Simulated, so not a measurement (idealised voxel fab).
This section sets out a process module, namely voxel self aligned vias.
Cross-section cut: width 300 nm, square cells of 5 nm.
Heads up, the way a cross-section reads in here is a grid of square cells, handed over as bands from the top down, with every band being one or more rows of cells.
Basically the band line says how high the top is and how high the bottom is, in nm, and then what's in it from left to right, every material with its width in nm. Empty space shows up as "blank", and if a single material carries "everywhere" it runs the full band edge to edge.
Height datum 0, below which the as-received substrate wafer is one material. Lowest band open at the bottom, running downward: "0 -> down".
Width "30..40": first value at the band's top row of cells, second value at its bottom row, equal change from row to row.
It should be understood that the words "no alterations made", when stated for a given step, signify that the cross-section underwent no change in any of its cells during that step.
"Enclosed void catalog" lists enclosed empty spaces (at least 8 cells, no open path upward to the top), each as width x height at distance from the left edge, in nm.
On each step's line, the part that comes after the settings is the simulator's own comment on the step.
Among the settings permitted on a step's line is "overlay nm"; applied to a step with a mask, it specifies the extent to which the mask lay to the right of its planned position, whereas a negative figure signifies a position to the left.
HERE'S WHAT THE PLANNED PROCESS STEPS LOOK LIKE
1. RECEIVE | material Si
2. CONFORMAL_DEP | material SiO2 | thk nm 10
3. CONFORMAL_DEP | material SiCN | thk nm 5
4. DIRECTIONAL_DEP | material SiO2 | thk nm 25
5. DIRECTIONAL_DEP | material aC | thk nm 15
6. PATTERN | tone open | mask id LINES | material resist | width nm 30 | pitch nm 60 | thk nm 30 | overlay nm 0
7. DIRECTIONAL_ETCH | etch materials aC | depth nm 15
8. STRIP | etch materials resist
9. DIRECTIONAL_ETCH | etch materials SiO2 | depth nm 25
10. STRIP | etch materials aC
11. CONFORMAL_DEP | material TiN | thk nm 5
12. FILL_DEP | material W | thk nm 5
13. CMP | height nm 40
14. SELECTIVE_ETCH | etch materials W Ru TiN | depth nm 10
15. FILL_DEP | material SiN | thk nm 10
16. CMP | height nm 40
17. DIRECTIONAL_DEP | material SiO2 | thk nm 20
18. MASKED_ETCH | tone open | mask id VIAS | width nm 40 | pitch nm 120 | etch materials SiO2 | depth nm 20 | overlay nm 0
19. MASKED_ETCH | tone open | mask id VIAS | width nm 40 | pitch nm 120 | etch materials SiN | depth nm 10 | overlay nm 0
20. CONFORMAL_DEP | material TiN | thk nm 5
21. FILL_DEP | material W | thk nm 5
22. CMP | height nm 60
23. CONFORMAL_DEP | material SiN | thk nm 5
FIRST WAFER, AS PLANNED
AS RECEIVED, AFTER STEP 1
0 -> down | Si everywhere
Enclosed void catalog: none
CROSS-SECTIONAL REPRESENTATION OF THE WAFER AT THE CONCLUSION OF STEP 2
10 -> 0 | SiO2 everywhere
Whatever lies below 0 is exactly as it was before.
CROSS-SECTIONAL REPRESENTATION OF THE WAFER AT THE CONCLUSION OF STEP 3
15 -> 10 | SiCN everywhere
Whatever lies below 10 is exactly as it was before.
CROSS-SECTIONAL REPRESENTATION OF THE WAFER AT THE CONCLUSION OF STEP 4
40 -> 15 | SiO2 everywhere
Whatever lies below 15 is exactly as it was before.
CROSS-SECTIONAL REPRESENTATION OF THE WAFER AT THE CONCLUSION OF STEP 5
55 -> 40 | aC everywhere
Whatever lies below 40 is exactly as it was before.
CROSS-SECTIONAL REPRESENTATION OF THE WAFER AT THE CONCLUSION OF STEP 6
85 -> 55 | 75 of resist; 30 of blank; 30 of resist; 30 of blank; 30 of resist; 30 of blank; 75 of resist
Whatever lies below 55 is exactly as it was before.
CROSS-SECTIONAL REPRESENTATION OF THE WAFER AT THE CONCLUSION OF STEP 7
70 -> 55 | 75 of resist; 30 of blank; 30 of resist; 30 of blank; 30 of resist; 30 of blank; 75 of resist
55 -> 40 | 75 of aC; 30 of blank; 30 of aC; 30 of blank; 30 of aC; 30 of blank; 75 of aC
Whatever lies below 40 is exactly as it was before.
CROSS-SECTIONAL REPRESENTATION OF THE WAFER AT THE CONCLUSION OF STEP 8
55 -> 40 | 75 of aC; 30 of blank; 30 of aC; 30 of blank; 30 of aC; 30 of blank; 75 of aC
Whatever lies below 40 is exactly as it was before.
CROSS-SECTIONAL REPRESENTATION OF THE WAFER AT THE CONCLUSION OF STEP 9
55 -> 40 | 75 of aC; 30 of blank; 30 of aC; 30 of blank; 30 of aC; 30 of blank; 75 of aC
40 -> 15 | 75 of SiO2; 30 of blank; 30 of SiO2; 30 of blank; 30 of SiO2; 30 of blank; 75 of SiO2
Whatever lies below 15 is exactly as it was before.
CROSS-SECTIONAL REPRESENTATION OF THE WAFER AT THE CONCLUSION OF STEP 10
40 -> 15 | 75 of SiO2; 30 of blank; 30 of SiO2; 30 of blank; 30 of SiO2; 30 of blank; 75 of SiO2
Whatever lies below 15 is exactly as it was before.
CROSS-SECTIONAL REPRESENTATION OF THE WAFER AT THE CONCLUSION OF STEP 11
45 -> 40 | 80 of TiN; 20 of blank; 40 of TiN; 20 of blank; 40 of TiN; 20 of blank; 80 of TiN
40 -> 20 | 75 of SiO2; 5 of TiN; 20 of blank; 5 of TiN; 30 of SiO2; 5 of TiN; 20 of blank; 5 of TiN; 30 of SiO2; 5 of TiN; 20 of blank; 5 of TiN; 75 of SiO2
20 -> 15 | 75 of SiO2; 30 of TiN; 30 of SiO2; 30 of TiN; 30 of SiO2; 30 of TiN; 75 of SiO2
Whatever lies below 15 is exactly as it was before.
CROSS-SECTIONAL REPRESENTATION OF THE WAFER AT THE CONCLUSION OF STEP 12
50 -> 45 | W everywhere
45 -> 40 | 80 of TiN; 20 of W; 40 of TiN; 20 of W; 40 of TiN; 20 of W; 80 of TiN
40 -> 20 | 75 of SiO2; 5 of TiN; 20 of W; 5 of TiN; 30 of SiO2; 5 of TiN; 20 of W; 5 of TiN; 30 of SiO2; 5 of TiN; 20 of W; 5 of TiN; 75 of SiO2
Whatever lies below 20 is exactly as it was before.
CROSS-SECTIONAL REPRESENTATION OF THE WAFER AT THE CONCLUSION OF STEP 13
40 -> 20 | 75 of SiO2; 5 of TiN; 20 of W; 5 of TiN; 30 of SiO2; 5 of TiN; 20 of W; 5 of TiN; 30 of SiO2; 5 of TiN; 20 of W; 5 of TiN; 75 of SiO2
Whatever lies below 20 is exactly as it was before.
CROSS-SECTIONAL REPRESENTATION OF THE WAFER AT THE CONCLUSION OF STEP 14
40 -> 30 | 75 of SiO2; 30 of blank; 30 of SiO2; 30 of blank; 30 of SiO2; 30 of blank; 75 of SiO2
Whatever lies below 30 is exactly as it was before.
CROSS-SECTIONAL REPRESENTATION OF THE WAFER AT THE CONCLUSION OF STEP 15
50 -> 40 | SiN everywhere
40 -> 30 | 75 of SiO2; 30 of SiN; 30 of SiO2; 30 of SiN; 30 of SiO2; 30 of SiN; 75 of SiO2
Whatever lies below 30 is exactly as it was before.
CROSS-SECTIONAL REPRESENTATION OF THE WAFER AT THE CONCLUSION OF STEP 16
40 -> 30 | 75 of SiO2; 30 of SiN; 30 of SiO2; 30 of SiN; 30 of SiO2; 30 of SiN; 75 of SiO2
Whatever lies below 30 is exactly as it was before.
CROSS-SECTIONAL REPRESENTATION OF THE WAFER AT THE CONCLUSION OF STEP 17
60 -> 40 | SiO2 everywhere
Whatever lies below 40 is exactly as it was before.
CROSS-SECTIONAL REPRESENTATION OF THE WAFER AT THE CONCLUSION OF STEP 18
60 -> 40 | 70 of SiO2; 40 of blank; 80 of SiO2; 40 of blank; 70 of SiO2
Whatever lies below 40 is exactly as it was before.
CROSS-SECTIONAL REPRESENTATION OF THE WAFER AT THE CONCLUSION OF STEP 19
60 -> 40 | 70 of SiO2; 40 of blank; 80 of SiO2; 40 of blank; 70 of SiO2
40 -> 30 | 75 of SiO2; 30 of blank; 30 of SiO2; 30 of SiN; 30 of SiO2; 30 of blank; 75 of SiO2
Whatever lies below 30 is exactly as it was before.
CROSS-SECTIONAL REPRESENTATION OF THE WAFER AT THE CONCLUSION OF STEP 20
65 -> 60 | 75 of TiN; 30 of blank; 90 of TiN; 30 of blank; 75 of TiN
60 -> 45 | 70 of SiO2; 5 of TiN; 30 of blank; 5 of TiN; 80 of SiO2; 5 of TiN; 30 of blank; 5 of TiN; 70 of SiO2
45 -> 40 | 70 of SiO2; 10 of TiN; 20 of blank; 10 of TiN; 80 of SiO2; 10 of TiN; 20 of blank; 10 of TiN; 70 of SiO2
40 -> 35 | 75 of SiO2; 5 of TiN; 20 of blank; 5 of TiN; 30 of SiO2; 30 of SiN; 30 of SiO2; 5 of TiN; 20 of blank; 5 of TiN; 75 of SiO2
35 -> 30 | 75 of SiO2; 30 of TiN; 30 of SiO2; 30 of SiN; 30 of SiO2; 30 of TiN; 75 of SiO2
Whatever lies below 30 is exactly as it was before.
CROSS-SECTIONAL REPRESENTATION OF THE WAFER AT THE CONCLUSION OF STEP 21
70 -> 65 | W everywhere
65 -> 60 | 75 of TiN; 30 of W; 90 of TiN; 30 of W; 75 of TiN
60 -> 45 | 70 of SiO2; 5 of TiN; 30 of W; 5 of TiN; 80 of SiO2; 5 of TiN; 30 of W; 5 of TiN; 70 of SiO2
45 -> 40 | 70 of SiO2; 10 of TiN; 20 of W; 10 of TiN; 80 of SiO2; 10 of TiN; 20 of W; 10 of TiN; 70 of SiO2
40 -> 35 | 75 of SiO2; 5 of TiN; 20 of W; 5 of TiN; 30 of SiO2; 30 of SiN; 30 of SiO2; 5 of TiN; 20 of W; 5 of TiN; 75 of SiO2
Whatever lies below 35 is exactly as it was before.
CROSS-SECTIONAL REPRESENTATION OF THE WAFER AT THE CONCLUSION OF STEP 22
60 -> 45 | 70 of SiO2; 5 of TiN; 30 of W; 5 of TiN; 80 of SiO2; 5 of TiN; 30 of W; 5 of TiN; 70 of SiO2
Whatever lies below 45 is exactly as it was before.
CROSS-SECTIONAL REPRESENTATION OF THE WAFER AT THE CONCLUSION OF STEP 23
65 -> 60 | SiN everywhere
Whatever lies below 60 is exactly as it was before.
NOTES, SECOND WAFER: START = FIRST WAFER'S, PLAN = FIRST WAFER'S, EXECUTION HAD ONE MISTAKE; HISTORY IDENTICAL TO FIRST THROUGH STEP 16
CROSS-SECTIONAL VIEW OF THE SECOND WAFER AT THE INTENDED END TIME OF PROCESS STEP 17
40 -> 30 | 70 of SiO2; 5 of blank; 30 of SiN; 5 of blank; 25 of SiO2; 30 of SiN; 25 of SiO2; 5 of blank; 30 of SiN; 5 of blank; 70 of SiO2
30 -> 20 | 70 of SiO2; 5 of blank; 5 of TiN; 20 of W; 5 of TiN; 5 of blank; 25 of SiO2; 5 of TiN; 20 of W; 5 of TiN; 25 of SiO2; 5 of blank; 5 of TiN; 20 of W; 5 of TiN; 5 of blank; 70 of SiO2
Whatever lies below 20 is exactly as it was before.
CROSS-SECTIONAL VIEW OF THE SECOND WAFER AT THE INTENDED END TIME OF PROCESS STEP 18
60 -> 40 | 70 of SiO2; 5 of blank; 30 of SiO2; 5 of blank; 80 of SiO2; 5 of blank; 30 of SiO2; 5 of blank; 70 of SiO2
40 -> 30 | 75 of SiO2; 30 of SiN; 30 of SiO2; 30 of SiN; 30 of SiO2; 30 of SiN; 75 of SiO2
30 -> 20 | 75 of SiO2; 5 of TiN; 20 of W; 5 of TiN; 30 of SiO2; 5 of TiN; 20 of W; 5 of TiN; 30 of SiO2; 5 of TiN; 20 of W; 5 of TiN; 75 of SiO2
Whatever lies below 20 is exactly as it was before.
Cross-sectional view of the second wafer at the intended end time of process step 19: no alterations made
CROSS-SECTIONAL VIEW OF THE SECOND WAFER AT THE INTENDED END TIME OF PROCESS STEP 20
65 -> 60 | TiN everywhere
60 -> 40 | 70 of SiO2; 5 of TiN; 30 of SiO2; 5 of TiN; 80 of SiO2; 5 of TiN; 30 of SiO2; 5 of TiN; 70 of SiO2
Whatever lies below 40 is exactly as it was before.
CROSS-SECTIONAL VIEW OF THE SECOND WAFER AT THE INTENDED END TIME OF PROCESS STEP 21
70 -> 65 | W everywhere
Whatever lies below 65 is exactly as it was before.
CROSS-SECTIONAL VIEW OF THE SECOND WAFER AT THE INTENDED END TIME OF PROCESS STEP 22
60 -> 40 | 70 of SiO2; 5 of TiN; 30 of SiO2; 5 of TiN; 80 of SiO2; 5 of TiN; 30 of SiO2; 5 of TiN; 70 of SiO2
Whatever lies below 40 is exactly as it was before.
CROSS-SECTIONAL VIEW OF THE SECOND WAFER AT THE INTENDED END TIME OF PROCESS STEP 23
65 -> 60 | SiN everywhere
Whatever lies below 60 is exactly as it was before.
Finding, execution versus plan: the run placed steps 17 and 18 each in the position the plan gave to the other
At the finish, the second wafer shows more or fewer cells for some materials than the first does: 24 more of SiN | 48 more of SiO2 | 20 fewer of TiN | 52 fewer of W
